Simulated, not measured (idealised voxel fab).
process module | voxel plated lines
cross-section cut | 235 nm wide | cells 5 nm
A cross-section is a grid of square cells, given in bands from the top down. A band is one or more rows of cells.
Each band's line starts with the height of the band's top and of its bottom, in nm. Then come its materials from left to right, each with its width in nm. One material with "throughout" fills the band from edge to edge. "air" is empty space.
Height 0 is the level under which the wafer as received is all one material. The lowest band goes on downwards, as in "0 down".
A width such as "30 to 40" changes by the same amount from each row of cells to the next, from the band's top row to its bottom row.
"no change" after a step means that no cell of the cross-section changed.
closed voids: empty space of 8 cells or more with no open way to the top, each as width x height at its distance from the left edge, in nm
after a step's settings: what the simulator itself notes on the step
overlay nm, on a step with a mask: how far to the right of its planned place the mask lay; to the left if negative
plan
1 op RECEIVE | material Si
2 op CONFORMAL_DEP | material SiO2 | thk nm 15
3 op DIRECTIONAL_DEP | material TiN | thk nm 5
4 op PATTERN | tone open | mask id LINES | material resist | width nm 15 | pitch nm 35 | thk nm 35 | overlay nm 0
5 op EPI | material Ru | thk nm 5
6 op EPI | material Ru | thk nm 10
7 op EPI | material Ru | thk nm 5
8 op STRIP | etch materials resist
9 op DIRECTIONAL_ETCH | etch materials TiN | depth nm 5
10 op CONFORMAL_DEP | material SiN | thk nm 5
as received, after step 1
  0 down: Si throughout
  closed voids: none
first wafer at the end, as planned
  45 to 40: air 85 | SiN 25 | air 10 | SiN 25 | air 90
  40 to 20: air 85 | SiN 5 | Ru 15 | SiN 5 | air 10 | SiN 5 | Ru 15 | SiN 5 | air 90
  20 to 15: SiN 90 | TiN 15 | SiN 20 | TiN 15 | SiN 95
  15 to 0: SiO2 throughout
  0 down: Si throughout
  closed voids: none
second wafer at the end: like start, like plan, one mistake
  45 to 40: SiN throughout
  40 to 20: Ru throughout
  20 to 15: TiN throughout
  15 to 0: SiO2 throughout
  0 down: Si throughout
  closed voids: none
what went wrong: step 4 was left out
at the end the second wafer has, in cells: 164 more of Ru | 20 fewer of SiN | 41 more of TiN
